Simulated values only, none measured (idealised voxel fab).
Title: Process Module voxel gate over fins
FYI the section here is cut, 260 nm wide, cells are 5 nm squares.
Bands, listed from the top down, are how a cross-section gets written in this document; the cross-section itself is a grid of square cells, and a band is one or more rows of them. Per band: top height and bottom height in nm, followed by the left-to-right materials and their widths in nm; "everywhere" marks a single material spanning edge to edge, "empty" marks empty space. Heads up on the height convention: 0 is the point under which the incoming wafer is all one material, and the lowest band has no bottom, it just keeps going down, like "z 0 and below". With a width like "30 to 40", each row of cells in the band differs from the next by the same amount, the top row carrying the first number and the bottom row the second. "nothing got changed", as given for a step, is the statement that not any cell of the cross-section underwent a change during that step. You'll see "Closed cavities" listing empty spaces that have no way open to the top, as long as they're 8 cells or more; the notation is width x height at distance, where the distance is from the left edge, and all of it is in nm. Heads up: the bit after the settings on a step's line is the simulator's remark on that step. When a step includes a mask, the "overlay nm" setting on its line states how far to the right of its planned place that mask lay, and negative values state how far to the left.
# Planned process steps
1,op RECEIVE | material Si
2,op CONFORMAL_DEP | material SiN | thk nm 10
3,op DIRECTIONAL_DEP | material aC | thk nm 10
4,op PATTERN | tone cover | mask id FINS | material resist | width nm 15 | pitch nm 40 | thk nm 30 | overlay nm 0
5,op DIRECTIONAL_ETCH | etch materials aC | depth nm 10
6,op STRIP | etch materials resist
7,op DIRECTIONAL_ETCH | etch materials SiN | depth nm 10
8,op DIRECTIONAL_ETCH | etch materials Si | depth nm 30
9,op STRIP | etch materials aC
10,op FILL_DEP | material SiO2 | thk nm 5
11,op CMP | height nm 10
12,op SELECTIVE_ETCH | etch materials SiO2 | depth nm 25
13,op STRIP | etch materials SiN
14,op CONFORMAL_DEP | material HfO2 | thk nm 5
15,op CONFORMAL_DEP | material TiN | thk nm 5
16,op CONFORMAL_DEP | material TiAl | thk nm 5
17,op CONFORMAL_DEP | material TiN | thk nm 5
18,op FILL_DEP | material W | thk nm 10
19,op CMP | height nm 25
20,op CONFORMAL_DEP | material SiCN | thk nm 10
Across this set of wafers, the varied parameter is the width nm of step 4. Starting conditions are identical for every wafer, and the plan reports the value assigned to the first wafer.
# First of several wafers (as received, post step 1), cross-sectional view
* z 0 and below = Si everywhere
* Closed cavities: none
# First of several wafers, sectioned at end of module (last step: step 20)
* z 35 to 25 = SiCN everywhere
* z 25 to 20 = W everywhere
* z 20 to 15 = 80 of W, 95 of TiN, 85 of W
* z 15 to 10 = 80 of W, 5 of TiN, 85 of TiAl, 5 of TiN, 85 of W
* z 10 to 5 = 80 of W, 5 of TiN, 5 of TiAl, 35 of TiN, 5 of TiAl, 35 of TiN, 5 of TiAl, 5 of TiN, 85 of W
* z 5 to 0 = 85 of TiN, 5 of TiAl, 5 of TiN, 25 of HfO2, 5 of TiN, 5 of TiAl, 5 of TiN, 25 of HfO2, 5 of TiN, 5 of TiAl, 90 of TiN
* z 0 to -5 = 90 of TiAl, 5 of TiN, 5 of HfO2, 15 of Si, 5 of HfO2, 5 of TiN, 5 of TiAl, 5 of TiN, 5 of HfO2, 15 of Si, 5 of HfO2, 5 of TiN, 95 of TiAl
* z -5 to -10 = 95 of TiN, 5 of HfO2, 15 of Si, 5 of HfO2, 15 of TiN, 5 of HfO2, 15 of Si, 5 of HfO2, 100 of TiN
* z -10 to -15 = 100 of HfO2, 15 of Si, 25 of HfO2, 15 of Si, 105 of HfO2
* z -15 to -30 = 100 of SiO2, 15 of Si, 25 of SiO2, 15 of Si, 105 of SiO2
* z -30 and below = Si everywhere
* Closed cavities: none
# Cross-section of the last wafer at end of module
* z 35 to 25 = SiCN everywhere
* z 25 to 20 = W everywhere
* z 20 to 15 = 75 of W, 105 of TiN, 80 of W
* z 15 to 10 = 75 of W, 5 of TiN, 95 of TiAl, 5 of TiN, 80 of W
* z 10 to 5 = 75 of W, 5 of TiN, 5 of TiAl, 85 of TiN, 5 of TiAl, 5 of TiN, 80 of W
* z 5 to 0 = 80 of TiN, 5 of TiAl, 5 of TiN, 35 of HfO2, 5 of TiN, 35 of HfO2, 5 of TiN, 5 of TiAl, 85 of TiN
* z 0 to -5 = 85 of TiAl, 5 of TiN, 5 of HfO2, 25 of Si, 5 of HfO2, 5 of TiN, 5 of HfO2, 25 of Si, 5 of HfO2, 5 of TiN, 90 of TiAl
* z -5 to -10 = 90 of TiN, 5 of HfO2, 25 of Si, 5 of HfO2, 5 of TiN, 5 of HfO2, 25 of Si, 5 of HfO2, 95 of TiN
* z -10 to -15 = 95 of HfO2, 25 of Si, 15 of HfO2, 25 of Si, 100 of HfO2
* z -15 to -30 = 95 of SiO2, 25 of Si, 15 of SiO2, 25 of Si, 100 of SiO2
* z -30 and below = Si everywhere
* Closed cavities: none
# Here is how to read the rows: every wafer has a row, and it shows the wafer at the end of the module, giving for each material how many cells were gained (+) or lost (-) since the wafer was received, then listing its closed voids
width nm 15 | +64 HfO2 | -276 Si | +104 SiCN | +138 SiO2 | +61 TiAl | +122 TiN | +151 W | Closed cavities: none
width nm 20 | +64 HfO2 | -264 Si | +104 SiCN | +132 SiO2 | +58 TiAl | +122 TiN | +148 W | Closed cavities: none
width nm 25 | +64 HfO2 | -252 Si | +104 SiCN | +126 SiO2 | +58 TiAl | +119 TiN | +145 W | Closed cavities: none
